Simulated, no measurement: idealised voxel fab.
process module | voxel wiring stack
In the cross-section labelled cut, the width is 270 nm and each square cell is 5 nm.
Cross-section spec: square-cell grid; bands listed top down; each band is one or more rows. What a band's entry tells you: where the top is and where the bottom is, as heights in nm, and after that what lies inside, material by material from left to right, each with its width in nm. Empty space is written as the word "blank", and a single material marked with the word "everywhere" occupies the band from edge to edge. Counting heights begins at 0, where everything beneath is, in the wafer as received, one material. The lowest band has no bottom; it goes on downwards, as "0..down" shows. The two numbers in a width such as "30..40" mark its ends across the band: the first belongs to the top row of cells, the second to the bottom row, and from each row to the next the width moves by the same amount. The cross-section has no changed cell in any step marked "no change occurred". Basically, "Enclosed void entries" tells you about the enclosed voids: empty spaces with no open way to the top, 8 cells or bigger, each written width x height at distance, where distance is from the left edge, all in nm. It should be noted that, on the line of a given step, the content following the step's settings is a remark produced by the simulator itself with respect to that step. "overlay nm" answers the question of how far to the right of plan the mask lay on a step that has a mask, and when it is negative the answer is to the left.

### Set out below are the planned steps of the process
1) RECEIVE (material Si)
2) CONFORMAL_DEP (material SiO2; thk nm 10)
3) DIRECTIONAL_DEP (material TiN; thk nm 5)
4) DIRECTIONAL_DEP (material Ru; thk nm 25)
5) DIRECTIONAL_DEP (material aC; thk nm 10)
6) PATTERN (tone cover; mask id METAL_1; material resist; width nm 20; pitch nm 45; thk nm 25; overlay nm 0)
7) DIRECTIONAL_ETCH (etch materials aC; depth nm 10)
8) STRIP (etch materials resist)
9) DIRECTIONAL_ETCH (etch materials Ru; depth nm 25)
10) DIRECTIONAL_ETCH (etch materials TiN; depth nm 5)
11) STRIP (etch materials aC)
12) CONFORMAL_DEP (material SiCN; thk nm 5)
13) FILL_DEP (material SiO2; thk nm 10)
14) CMP (height nm 40)
15) CONFORMAL_DEP (material SiCN; thk nm 5)
16) DIRECTIONAL_DEP (material lowk; thk nm 10)
17) PATTERN (tone open; mask id PLUG_1; material resist; width nm 15; pitch nm 90; thk nm 20; overlay nm 0)
18) DIRECTIONAL_ETCH (etch materials lowk; depth nm 10)
19) DIRECTIONAL_ETCH (etch materials SiCN; depth nm 5)
20) STRIP (etch materials resist)
21) CONFORMAL_DEP (material TiN; thk nm 5)
22) FILL_DEP (material Ru; thk nm 10)
23) CMP (height nm 55)
24) CONFORMAL_DEP (material SiCN; thk nm 5)
25) DIRECTIONAL_DEP (material lowk; thk nm 20)
26) PATTERN (tone open; mask id METAL_2; material resist; width nm 20; pitch nm 45; thk nm 15; overlay nm 0)
27) DIRECTIONAL_ETCH (etch materials lowk; depth nm 20)
28) DIRECTIONAL_ETCH (etch materials SiCN; depth nm 5)
29) STRIP (etch materials resist)
30) CONFORMAL_DEP (material TiN; thk nm 5)
31) FILL_DEP (material W; thk nm 10)
32) CMP (height nm 80)
33) CONFORMAL_DEP (material SiCN; thk nm 5)
34) DIRECTIONAL_DEP (material lowk; thk nm 30)
35) DIRECTIONAL_DEP (material aC; thk nm 10)
36) PATTERN (tone open; mask id METAL_3; material resist; width nm 20; pitch nm 45; thk nm 30; overlay nm 0)
37) DIRECTIONAL_ETCH (etch materials aC; depth nm 10)
38) STRIP (etch materials resist)
39) DIRECTIONAL_ETCH (etch materials lowk; depth nm 20)
40) STRIP (etch materials aC)
41) DIRECTIONAL_DEP (material aC; thk nm 10)
42) PATTERN (tone open; mask id METAL_3_HOLES; material resist; width nm 15; pitch nm 90; thk nm 30; overlay nm 0)
43) DIRECTIONAL_ETCH (etch materials aC; depth nm 10)
44) STRIP (etch materials resist)
45) DIRECTIONAL_ETCH (etch materials lowk; depth nm 10)
46) DIRECTIONAL_ETCH (etch materials SiCN; depth nm 5)
47) STRIP (etch materials aC)
48) CONFORMAL_DEP (material TiN; thk nm 5)
49) FILL_DEP (material Ru; thk nm 10)
50) CMP (height nm 115)
51) CONFORMAL_DEP (material SiCN; thk nm 5)
52) DIRECTIONAL_DEP (material SiO2; thk nm 10)
53) DIRECTIONAL_DEP (material aC; thk nm 15)
54) PATTERN (tone open; mask id PLUG_3; material resist; width nm 15; pitch nm 45; thk nm 35; overlay nm 0)
55) DIRECTIONAL_ETCH (etch materials aC; depth nm 15)
56) STRIP (etch materials resist)
57) DIRECTIONAL_ETCH (etch materials SiO2; depth nm 10)
58) DIRECTIONAL_ETCH (etch materials SiCN; depth nm 5)
59) STRIP (etch materials aC)
60) EPI (material Ru; thk nm 10)
61) EPI (material Ru; thk nm 5)
62) CONFORMAL_DEP (material SiCN; thk nm 5)
63) DIRECTIONAL_DEP (material SiO2; thk nm 20)
64) PATTERN (tone open; mask id METAL_4; material resist; width nm 20; pitch nm 45; thk nm 20; overlay nm 0)
65) DIRECTIONAL_ETCH (etch materials SiO2; depth nm 20)
66) DIRECTIONAL_ETCH (etch materials SiCN; depth nm 5)
67) STRIP (etch materials resist)
68) CONFORMAL_DEP (material TiN; thk nm 5)
69) FILL_DEP (material W; thk nm 5)
70) CMP (height nm 155)
71) CONFORMAL_DEP (material SiCN; thk nm 5)

### This is the cross-section of the wafer as we received it, i.e. after step 1
* 0..down = Si everywhere
* Enclosed void entries: none

### Look at the cross-section after the module: the wafer started out the way shown above and the plan was the one shown above, yet one mistake was made along the way
* 160..155 = SiCN everywhere
* 155..135 = 55 SiO2, then 5 TiN, then 10 W, then 5 TiN, then 25 SiO2, then 5 TiN, then 10 W, then 5 TiN, then 25 SiO2, then 5 TiN, then 10 W, then 5 TiN, then 25 SiO2, then 5 TiN, then 10 W, then 5 TiN, then 60 SiO2
* 135..130 = 55 SiCN, then 20 TiN, then 25 SiCN, then 20 TiN, then 25 SiCN, then 20 TiN, then 25 SiCN, then 20 TiN, then 60 SiCN
* 130..120 = 55 SiO2, then 15 Ru, then 30 SiO2, then 15 Ru, then 30 SiO2, then 15 Ru, then 30 SiO2, then 15 Ru, then 65 SiO2
* 120..115 = 55 SiCN, then 15 Ru, then 30 SiCN, then 15 Ru, then 30 SiCN, then 15 Ru, then 30 SiCN, then 15 Ru, then 65 SiCN
* 115..100 = 55 lowk, then 5 TiN, then 10 Ru, then 5 TiN, then 25 lowk, then 5 TiN, then 10 Ru, then 5 TiN, then 25 lowk, then 5 TiN, then 10 Ru, then 5 TiN, then 25 lowk, then 5 TiN, then 10 Ru, then 5 TiN, then 60 lowk
* 100..95 = 55 lowk, then 5 TiN, then 5 Ru, then 10 TiN, then 25 lowk, then 20 TiN, then 25 lowk, then 5 TiN, then 5 Ru, then 10 TiN, then 25 lowk, then 20 TiN, then 60 lowk
* 95..85 = 55 lowk, then 5 TiN, then 5 Ru, then 5 TiN, then 75 lowk, then 5 TiN, then 5 Ru, then 5 TiN, then 110 lowk
* 85..80 = 55 SiCN, then 15 TiN, then 75 SiCN, then 15 TiN, then 110 SiCN
* 80..60 = 55 lowk, then 20 TiN, then 25 lowk, then 5 TiN, then 10 aC, then 5 TiN, then 25 lowk, then 20 TiN, then 25 lowk, then 5 TiN, then 10 aC, then 5 TiN, then 60 lowk
* 60..55 = 55 SiCN, then 20 TiN, then 25 SiCN, then 20 TiN, then 25 SiCN, then 20 TiN, then 25 SiCN, then 20 TiN, then 60 SiCN
* 55..45 = 55 lowk, then 5 TiN, then 5 Ru, then 5 TiN, then 75 lowk, then 5 TiN, then 5 Ru, then 5 TiN, then 110 lowk
* 45..40 = 55 SiCN, then 15 TiN, then 75 SiCN, then 15 TiN, then 110 SiCN
* 40..15 = 50 SiO2, then 5 SiCN, then 20 Ru, then 5 SiCN, then 15 SiO2, then 5 SiCN, then 20 Ru, then 5 SiCN, then 15 SiO2, then 5 SiCN, then 20 Ru, then 5 SiCN, then 15 SiO2, then 5 SiCN, then 20 Ru, then 5 SiCN, then 55 SiO2
* 15..10 = 55 SiCN, then 20 TiN, then 25 SiCN, then 20 TiN, then 25 SiCN, then 20 TiN, then 25 SiCN, then 20 TiN, then 60 SiCN
* 10..0 = SiO2 everywhere
* 0..down = Si everywhere
* Enclosed void entries: none
Deviation from plan: step 31 off recipe, ran as FILL_DEP (material aC; thk nm 10)
